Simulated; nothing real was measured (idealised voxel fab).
Presented below is a process module, voxel self aligned contacts.
Pictured: cross-section cut, 150 nm wide, on a grid of 5 nm square cells.
When this document writes out a cross-section, it uses a grid of square cells and lists it as bands, beginning at the top and moving down, with a band standing for one or more rows of cells.
Band: top height; bottom height; in nm. Then, left to right: material with width in nm, for each material. "throughout": a single material spanning edge to edge. "air": empty space.
Where do heights start? At 0: under that level the wafer as delivered is made of one material only. And the lowest band has no floor; it just carries on downward, as in "0 down".
You'd read "30->40" like this: the band's top row of cells is as wide as the first number, its bottom row is as wide as the second, and going down, every row changes width by the same amount as the row before did.
Given "nothing different" for a step, no cell of the cross-section differs between before and after that step.
In the "Enclosed cavity list" entry, you get each enclosed empty space of 8 cells or more, one with no open way to the top, written width x height at distance, distance from the left edge, in nm.
Read whatever lies past the settings on a step's line as the simulator's own remark about the step.
Each step line may optionally specify "overlay nm", which for a step with a mask gives the rightward distance between the mask's planned place and where it lay, a negative value indicating the leftward direction.

The process steps that were planned are listed below:
step 1: RECEIVE [material Si]
step 2: CONFORMAL_DEP [material SiO2] [thk nm 5]
step 3: DIRECTIONAL_DEP [material polySi] [thk nm 30]
step 4: DIRECTIONAL_DEP [material SiN] [thk nm 20]
step 5: MASKED_ETCH [tone cover] [mask id GATE] [width nm 30] [pitch nm 60] [etch materials SiN] [depth nm 20] [overlay nm 0]
step 6: MASKED_ETCH [tone cover] [mask id GATE] [width nm 30] [pitch nm 60] [etch materials polySi] [depth nm 30] [overlay nm 0]
step 7: CONFORMAL_DEP [material SiN] [thk nm 5]
step 8: DIRECTIONAL_ETCH [etch materials SiN] [depth nm 5]
step 9: FILL_DEP [material SiO2] [thk nm 20]
step 10: CMP [height nm 65]
step 11: DIRECTIONAL_DEP [material aC] [thk nm 15]
step 12: PATTERN [tone open] [mask id CONTACT] [material resist] [width nm 40] [thk nm 30] [overlay nm -15]
step 13: DIRECTIONAL_ETCH [etch materials aC] [depth nm 15]
step 14: STRIP [etch materials resist]
step 15: DIRECTIONAL_ETCH [etch materials SiO2] [depth nm 65]
step 16: STRIP [etch materials aC]
step 17: CONFORMAL_DEP [material TiN] [thk nm 5]
step 18: FILL_DEP [material W] [thk nm 5]
step 19: CMP [height nm 65]
step 20: CONFORMAL_DEP [material SiN] [thk nm 5]
The plan's step 12 overlay nm is the first wafer's value; the wafers differ in this setting and start identical.

Cross-section of the first of several wafers on receipt, reflecting completion of step 1:
	0 down = Si throughout
	Enclosed cavity list: none

each wafer at the end: cells of each material gained (+) or lost (-) since it was received, then its closed voids:
overlay nm -15; +118 SiN; +181 SiO2; +32 TiN; +17 W; +72 polySi; Enclosed cavity list: none
overlay nm -10; +118 SiN; +170 SiO2; +32 TiN; +28 W; +72 polySi; Enclosed cavity list: none
overlay nm -5; +118 SiN; +170 SiO2; +32 TiN; +28 W; +72 polySi; Enclosed cavity list: none
overlay nm 0; +118 SiN; +170 SiO2; +32 TiN; +28 W; +72 polySi; Enclosed cavity list: none
overlay nm 5; +118 SiN; +170 SiO2; +32 TiN; +28 W; +72 polySi; Enclosed cavity list: none
overlay nm 10; +118 SiN; +170 SiO2; +32 TiN; +28 W; +72 polySi; Enclosed cavity list: none
overlay nm 15; +118 SiN; +181 SiO2; +32 TiN; +17 W; +72 polySi; Enclosed cavity list: none
